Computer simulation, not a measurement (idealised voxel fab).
Process module under the name voxel gate over fins
Xsec cut, 180 nm wide, square cell size 5 nm.
If you're reading a cross-section in this doc, picture square cells in a grid; it comes to you as bands, top ones listed first down to the bottom, and a band can be one or more rows of cells. First you get the band's top height and its bottom height, in nm, and then the materials it's made of, left to right, with each width in nm. If you see a single material with "edge to edge", that one covers the band edge to edge. "air" is empty space. We count height from 0. Below that, the starting wafer is all one material. The lowest band never ends at the bottom but goes on down; see "0 down" for how that is written. The two numbers in a width such as "30 to 40" mark its ends across the band: the first belongs to the top row of cells, the second to the bottom row, and from each row to the next the width moves by the same amount. Where the words "nothing changed" appear for a step, the cross-section shows no cell changed by that step; every cell remained as before. Any empty space of 8 cells or more lacking an open way to the top shows up in "Cavities, closed" as width x height at distance, distance from the left edge, in nm. If you see something after the settings on a step's line, that's the simulator's own remark about that step. overlay nm: how far to the right of its planned place the mask lay on this masked step (negative: to the left).
PROCESS STEPS (PLANNED)
| 1 | RECEIVE,material Si |
| 2 | CONFORMAL_DEP,material SiN,thk nm 5 |
| 3 | PATTERN,tone cover,mask id FINS,material resist,width nm 15,pitch nm 35,thk nm 15,overlay nm 0 |
| 4 | DIRECTIONAL_ETCH,etch materials SiN,depth nm 5 |
| 5 | DIRECTIONAL_ETCH,etch materials Si,depth nm 35 |
| 6 | STRIP,etch materials resist |
| 7 | FILL_DEP,material SiO2,thk nm 5 |
| 8 | CMP,height nm 5 |
| 9 | SELECTIVE_ETCH,etch materials SiO2,depth nm 15 |
| 10 | STRIP,etch materials SiN |
| 11 | CONFORMAL_DEP,material HfO2,thk nm 5 |
| 12 | CONFORMAL_DEP,material TiN,thk nm 5 |
| 13 | FILL_DEP,material W,thk nm 10 |
| 14 | CMP,height nm 15 |
| 15 | CONFORMAL_DEP,material SiN,thk nm 5 |
AS-RECEIVED STATE OF THE WAFER IN CROSS-SECTION, EQUIVALENT TO POST-STEP 1
0 down | Si edge to edge
Cavities, closed: none
END-OF-MODULE CROSS-SECTION. STARTING STRUCTURE AND PROCESS PLAN AS ABOVE; ONE MISTAKE MADE IN RUNNING IT
20 to 15 | SiN edge to edge
15 to 10 | W edge to edge
10 to 5 | 35 of W  105 of HfO2  40 of W
5 to 0 | 35 of W  5 of HfO2  25 of TiN  10 of HfO2  25 of TiN  10 of HfO2  25 of TiN  5 of HfO2  40 of W
0 to -5 | 40 of HfO2  5 of TiN  15 of Si  5 of TiN  10 of HfO2  5 of TiN  15 of Si  5 of TiN  10 of HfO2  5 of TiN  15 of Si  5 of TiN  45 of HfO2
-5 to -10 | 45 of TiN  15 of Si  20 of TiN  15 of Si  20 of TiN  15 of Si  50 of TiN
-10 to -35 | 45 of SiO2  15 of Si  20 of SiO2  15 of Si  20 of SiO2  15 of Si  50 of SiO2
-35 down | Si edge to edge
Cavities, closed: none
What was the processing mistake? contrary to the plan, steps 11 and 12 were processed in exchanged order
